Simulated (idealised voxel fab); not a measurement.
The process module that follows is named voxel wiring stack.
Cross-sectional view cut (width: 270 nm; square cell size: 5 nm).
Throughout this document, each cross-section is represented as a grid of square cells and is presented as a sequence of bands enumerated from the top downward, where a band comprises one or more rows of cells. Band: top height; bottom height; in nm. Then, left to right: material with width in nm, for each material. "all across": a single material spanning edge to edge. "blank": empty space. Heads up on the height convention: 0 is the point under which the incoming wafer is all one material, and the lowest band has no bottom, it just keeps going down, like "0 nm and below". A width given as "30 to 40" starts at the first number in the band's top row and ends at the second number in its bottom row, shifting by an equal amount at every step from row to row. Where the words "no modifications" appear for a step, the cross-section shows no cell changed by that step; every cell remained as before. What "Enclosed empty spaces" gives you is every empty space of 8 cells or more that is cut off from the top. Each appears as width x height at distance, with the distance taken from the left edge and width, height and distance all in nm. What comes after the settings on a step's line is commentary from the simulator itself on that step. If you see "overlay nm" on a step's line and that step has a mask, it's telling you how far right of where it was planned the mask ended up; a negative number means it went left instead.
### Below is the list of planned process steps
1 op RECEIVE | material Si
2 op CONFORMAL_DEP | material SiO2 | thk nm 15
3 op CONFORMAL_DEP | material SiCN | thk nm 5
4 op DIRECTIONAL_DEP | material SiO2 | thk nm 20
5 op PATTERN | tone open | mask id METAL_1 | material resist | width nm 25 | pitch nm 45 | thk nm 20 | overlay nm 0
6 op DIRECTIONAL_ETCH | etch materials SiO2 | depth nm 20
7 op DIRECTIONAL_ETCH | etch materials SiCN | depth nm 5
8 op STRIP | etch materials resist
9 op CONFORMAL_DEP | material TiN | thk nm 5
10 op FILL_DEP | material Ru | thk nm 5
11 op CMP | height nm 40
12 op CONFORMAL_DEP | material SiCN | thk nm 5
13 op DIRECTIONAL_DEP | material SiO2 | thk nm 10
14 op PATTERN | tone open | mask id PLUG_1 | material resist | width nm 15 | pitch nm 45 | thk nm 20 | overlay nm 0
15 op DIRECTIONAL_ETCH | etch materials SiO2 | depth nm 10
16 op DIRECTIONAL_ETCH | etch materials SiCN | depth nm 5
17 op STRIP | etch materials resist
18 op EPI | material Ru | thk nm 10
19 op EPI | material Ru | thk nm 5
20 op CONFORMAL_DEP | material SiN | thk nm 5
21 op DIRECTIONAL_DEP | material lowk | thk nm 20
22 op PATTERN | tone open | mask id METAL_2 | material resist | width nm 25 | pitch nm 45 | thk nm 20 | overlay nm 0
23 op DIRECTIONAL_ETCH | etch materials lowk | depth nm 20
24 op DIRECTIONAL_ETCH | etch materials SiN | depth nm 5
25 op STRIP | etch materials resist
26 op CONFORMAL_DEP | material TiN | thk nm 5
27 op FILL_DEP | material Cu | thk nm 5
28 op CMP | height nm 80
29 op CONFORMAL_DEP | material SiCN | thk nm 5
30 op DIRECTIONAL_DEP | material lowk | thk nm 30
31 op MASKED_ETCH | tone open | mask id METAL_3_HOLES | width nm 15 | pitch nm 90 | etch materials lowk | depth nm 30 | overlay nm 0
32 op DIRECTIONAL_DEP | material aC | thk nm 10
33 op PATTERN | tone open | mask id METAL_3 | material resist | width nm 25 | pitch nm 45 | thk nm 25 | overlay nm 0
34 op DIRECTIONAL_ETCH | etch materials aC | depth nm 10
35 op STRIP | etch materials resist
36 op DIRECTIONAL_ETCH | etch materials lowk | depth nm 15
37 op DIRECTIONAL_ETCH | etch materials SiCN | depth nm 5
38 op STRIP | etch materials aC
39 op CONFORMAL_DEP | material TiN | thk nm 5
40 op FILL_DEP | material Cu | thk nm 10
41 op CMP | height nm 115
42 op CONFORMAL_DEP | material SiN | thk nm 5
### Received-state cross-section, reflecting completion of step 1
* 0 nm and below | Si all across
* Enclosed empty spaces: none
### Module complete, cross-section. Starting point and plan per above. One mistake made in running the module
* 120 nm to 115 nm | SiN all across
* 115 nm to 105 nm | lowk 55 nm / TiN 5 nm / Cu 15 nm / TiN 5 nm / lowk 20 nm / TiN 5 nm / Cu 15 nm / TiN 5 nm / lowk 20 nm / TiN 5 nm / Cu 15 nm / TiN 5 nm / lowk 20 nm / TiN 5 nm / Cu 15 nm / TiN 5 nm / lowk 55 nm
* 105 nm to 100 nm | lowk 55 nm / TiN 5 nm / Cu 5 nm / TiN 15 nm / lowk 20 nm / TiN 25 nm / lowk 20 nm / TiN 5 nm / Cu 5 nm / TiN 15 nm / lowk 20 nm / TiN 25 nm / lowk 55 nm
* 100 nm to 85 nm | lowk 55 nm / TiN 5 nm / Cu 5 nm / TiN 5 nm / lowk 75 nm / TiN 5 nm / Cu 5 nm / TiN 5 nm / lowk 110 nm
* 85 nm to 80 nm | SiCN 55 nm / TiN 15 nm / SiCN 75 nm / TiN 15 nm / SiCN 110 nm
* 80 nm to 60 nm | lowk 55 nm / TiN 5 nm / Cu 15 nm / TiN 5 nm / lowk 20 nm / TiN 5 nm / Cu 15 nm / TiN 5 nm / lowk 20 nm / TiN 5 nm / Cu 15 nm / TiN 5 nm / lowk 20 nm / TiN 5 nm / Cu 15 nm / TiN 5 nm / lowk 55 nm
* 60 nm to 55 nm | SiN 55 nm / TiN 25 nm / SiN 20 nm / TiN 25 nm / SiN 20 nm / TiN 25 nm / SiN 20 nm / TiN 25 nm / SiN 55 nm
* 55 nm to 45 nm | SiO2 55 nm / Ru 15 nm / SiO2 30 nm / Ru 15 nm / SiO2 30 nm / Ru 15 nm / SiO2 30 nm / Ru 15 nm / SiO2 65 nm
* 45 nm to 40 nm | SiCN 55 nm / Ru 15 nm / SiCN 30 nm / Ru 15 nm / SiCN 30 nm / Ru 15 nm / SiCN 30 nm / Ru 15 nm / SiCN 65 nm
* 40 nm to 35 nm | TiN 60 nm / Ru 15 nm / TiN 30 nm / Ru 15 nm / TiN 30 nm / Ru 15 nm / TiN 30 nm / Ru 15 nm / TiN 60 nm
* 35 nm to 20 nm | SiO2 55 nm / TiN 5 nm / Ru 15 nm / TiN 5 nm / SiO2 20 nm / TiN 5 nm / Ru 15 nm / TiN 5 nm / SiO2 20 nm / TiN 5 nm / Ru 15 nm / TiN 5 nm / SiO2 20 nm / TiN 5 nm / Ru 15 nm / TiN 5 nm / SiO2 55 nm
* 20 nm to 15 nm | SiCN 55 nm / TiN 25 nm / SiCN 20 nm / TiN 25 nm / SiCN 20 nm / TiN 25 nm / SiCN 20 nm / TiN 25 nm / SiCN 55 nm
* 15 nm to 0 nm | SiO2 all across
* 0 nm and below | Si all across
* Enclosed empty spaces: none
Diagnosis: the process deviated at step 4: the operation and settings actually run there were op DIRECTIONAL_DEP | material SiO2 | thk nm 15
